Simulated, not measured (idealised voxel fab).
The document below concerns the process module designated voxel transistor to metal.
It is cross-section cut that appears here, measuring 180 nm in width, its square cells being 5 nm in size.
Format of a cross-section: grid, square cells. Given as bands. Order: top down. Band: one or more rows of cells.
Band: top and bottom heights (nm) first, top before bottom; then materials from left to right, widths in nm. "full width" marks a sole material filling the band edge to edge. "blank" denotes empty space.
Heights from 0 (as-received wafer is one material below). Bottom band endless downward, as "0 and below".
Think of "30..40" as a width that walks from the first number to the second as you go down the band, top row to bottom row, taking equal-sized steps from row to row.
Reading "same as before" for a step: not a cell of the cross-section changed in it.
"Sealed void list" enumerates empty spaces isolated from the top, with no open way to it, that contain at least 8 cells, giving each as width x height at distance from the left edge, all three in nm.
The remark found on a step's line after its settings is issued by the simulator itself and pertains to that step.
Steps that use a mask can have "overlay nm" on their line. It says how far the mask sat to the right of where it was meant to be. Negative means to the left.
# plan
1,RECEIVE, material Si
2,OXIDIZE, depth nm 5
3,CONFORMAL_DEP, material SiN, thk nm 15
4,DIRECTIONAL_DEP, material aC, thk nm 10
5,PATTERN, tone cover, mask id ACTIVE, material resist, width nm 110, thk nm 30, overlay nm 0
6,DIRECTIONAL_ETCH, etch materials aC, depth nm 10
7,STRIP, etch materials resist
8,DIRECTIONAL_ETCH, etch materials SiN, depth nm 15
9,DIRECTIONAL_ETCH, etch materials SiO2, depth nm 5
10,DIRECTIONAL_ETCH, etch materials Si, depth nm 30
11,STRIP, etch materials aC
12,FILL_DEP, material SiO2, thk nm 5
13,CMP, height nm 15
14,SELECTIVE_ETCH, etch materials SiO2, depth nm 10
15,STRIP, etch materials SiN
16,SELECTIVE_ETCH, etch materials SiO2, depth nm 5
17,OXIDIZE, depth nm 5
18,DIRECTIONAL_DEP, material polySi, thk nm 20
19,DIRECTIONAL_DEP, material SiCN, thk nm 15
20,PATTERN, tone cover, mask id GATE, material resist, width nm 30, thk nm 15, overlay nm 0
21,DIRECTIONAL_ETCH, etch materials SiCN, depth nm 25
22,DIRECTIONAL_ETCH, etch materials polySi, depth nm 30
23,STRIP, etch materials resist
24,CONFORMAL_DEP, material SiO2, thk nm 5
25,DIRECTIONAL_ETCH, etch materials SiO2, depth nm 5
26,CONFORMAL_DEP, material SiN, thk nm 5
27,DIRECTIONAL_ETCH, etch materials SiN, depth nm 5
28,DIRECTIONAL_ETCH, etch materials SiO2, depth nm 5
29,EPI, material nSi, thk nm 5
30,FILL_DEP, material SiO2, thk nm 10
31,CMP, height nm 15
32,STRIP, etch materials polySi
33,SELECTIVE_ETCH, etch materials SiO2, depth nm 5
34,CONFORMAL_DEP, material HfO2, thk nm 5
35,CONFORMAL_DEP, material TiN, thk nm 5
36,FILL_DEP, material W, thk nm 10
37,CMP, height nm 10
38,DIRECTIONAL_DEP, material SiO2, thk nm 10
39,PATTERN, tone open, mask id CONTACT, material resist, width nm 20, pitch nm 80, thk nm 15, overlay nm 0
40,DIRECTIONAL_ETCH, etch materials SiO2, depth nm 25
41,STRIP, etch materials resist
42,CONFORMAL_DEP, material TiN, thk nm 5
43,FILL_DEP, material W, thk nm 10
44,CMP, height nm 20
45,DIRECTIONAL_DEP, material TiN, thk nm 5
46,DIRECTIONAL_DEP, material W, thk nm 20
47,DIRECTIONAL_DEP, material aC, thk nm 10
48,PATTERN, tone cover, mask id METAL_1, material resist, width nm 20, pitch nm 80, thk nm 25, overlay nm 0
49,DIRECTIONAL_ETCH, etch materials aC, depth nm 10
50,STRIP, etch materials resist
51,DIRECTIONAL_ETCH, etch materials W, depth nm 20
52,DIRECTIONAL_ETCH, etch materials TiN, depth nm 5
53,STRIP, etch materials aC
54,FILL_DEP, material SiO2, thk nm 10
55,CMP, height nm 45
56,CONFORMAL_DEP, material SiCN, thk nm 5
57,DIRECTIONAL_DEP, material lowk, thk nm 35
58,MASKED_ETCH, tone open, mask id METAL_2, width nm 20, pitch nm 80, etch materials lowk, depth nm 20, overlay nm 0
59,PATTERN, tone open, mask id METAL_2_HOLES, material resist, width nm 15, pitch nm 80, thk nm 20, overlay nm 0
60,DIRECTIONAL_ETCH, etch materials lowk, depth nm 15
61,DIRECTIONAL_ETCH, etch materials SiCN, depth nm 5
62,STRIP, etch materials resist
63,CONFORMAL_DEP, material TiN, thk nm 5
64,FILL_DEP, material Cu, thk nm 5
65,CMP, height nm 85
66,CONFORMAL_DEP, material SiCN, thk nm 5
# So this is the incoming wafer in cross-section - it's already been through step 1
0 and below: Si full width
Sealed void list: none
# Wafer cross-section at module end: first of two, run to plan
90 down to 85: SiCN full width
85 down to 70: lowk 40, TiN 5, Cu 10, TiN 5, lowk 60, TiN 5, Cu 10, TiN 5, lowk 40
70 down to 65: lowk 40, TiN 5, Cu 5, TiN 10, lowk 60, TiN 5, Cu 5, TiN 10, lowk 40
65 down to 50: lowk 40, TiN 5, Cu 5, TiN 5, lowk 65, TiN 5, Cu 5, TiN 5, lowk 45
50 down to 45: SiCN 40, TiN 15, SiCN 65, TiN 15, SiCN 45
45 down to 25: SiO2 40, W 20, SiO2 60, W 20, SiO2 40
25 down to 20: SiO2 40, TiN 20, SiO2 60, TiN 20, SiO2 40
20 down to 10: SiO2 40, TiN 5, W 10, TiN 5, SiO2 60, TiN 5, W 10, TiN 5, SiO2 40
10 down to 0: SiO2 40, TiN 5, W 10, TiN 5, SiO2 5, SiN 5, HfO2 5, TiN 5, W 20, TiN 5, HfO2 5, SiN 5, SiO2 5, TiN 5, W 10, TiN 5, SiO2 40
0 down to -5: SiO2 35, SiN 5, TiN 20, SiO2 5, SiN 5, HfO2 5, TiN 30, HfO2 5, SiN 5, SiO2 5, TiN 20, SiN 5, SiO2 35
-5 down to -10: SiO2 40, nSi 25, SiO2 5, HfO2 40, SiO2 5, nSi 25, SiO2 40
-10 down to -35: SiO2 35, Si 110, SiO2 35
-35 and below: Si full width
Sealed void list: none
# Cross-section, wafer two of two, end of module: same start and plan as wafer one, one error in execution
90 down to 85: SiCN full width
85 down to 70: lowk 40, TiN 5, Cu 10, TiN 5, lowk 60, TiN 5, Cu 10, TiN 5, lowk 40
70 down to 65: lowk 40, TiN 5, Cu 5, TiN 10, lowk 60, TiN 5, Cu 5, TiN 10, lowk 40
65 down to 50: lowk 40, TiN 5, Cu 5, TiN 5, lowk 65, TiN 5, Cu 5, TiN 5, lowk 45
50 down to 45: SiCN 40, TiN 15, SiCN 65, TiN 15, SiCN 45
45 down to 25: SiO2 40, W 20, SiO2 60, W 20, SiO2 40
25 down to 20: SiO2 40, TiN 20, SiO2 60, TiN 20, SiO2 40
20 down to 10: SiO2 30, TiN 5, W 10, TiN 5, SiO2 60, TiN 5..10, W 10..5, TiN 5, SiO2 50
10 down to 5: SiO2 30, TiN 5, W 10, TiN 5, SiO2 15, SiN 5, HfO2 5, TiN 5, W 20, TiN 5, HfO2 5, SiN 5, TiN 5, W 5, TiN 5, SiO2 50
5 down to 0: SiO2 30, TiN 20, SiO2 15, SiN 5, HfO2 5, TiN 5, W 20, TiN 5, HfO2 5, SiN 5, TiN 5, W 5, TiN 5, SiO2 50
0 down to -5: SiO2 30, TiN 5, SiN 5, TiN 10, SiO2 15, SiN 5, HfO2 5, TiN 30, HfO2 5, SiN 5, TiN 15, SiO2 10, SiN 5, SiO2 35
-5 down to -10: SiO2 40, nSi 25, SiO2 5, HfO2 40, SiO2 5, nSi 25, SiO2 40
-10 down to -35: SiO2 35, Si 110, SiO2 35
-35 and below: Si full width
Sealed void list: none
Deviation noted in wafer processing: rather than as planned, step 39 actually ran as PATTERN, tone open, mask id CONTACT, material resist, width nm 20, pitch nm 80, thk nm 15, overlay nm -10
Final comparison by cell count, materials where the second wafer has more or fewer than the first: +4 SiO2, +1 TiN, -5 W
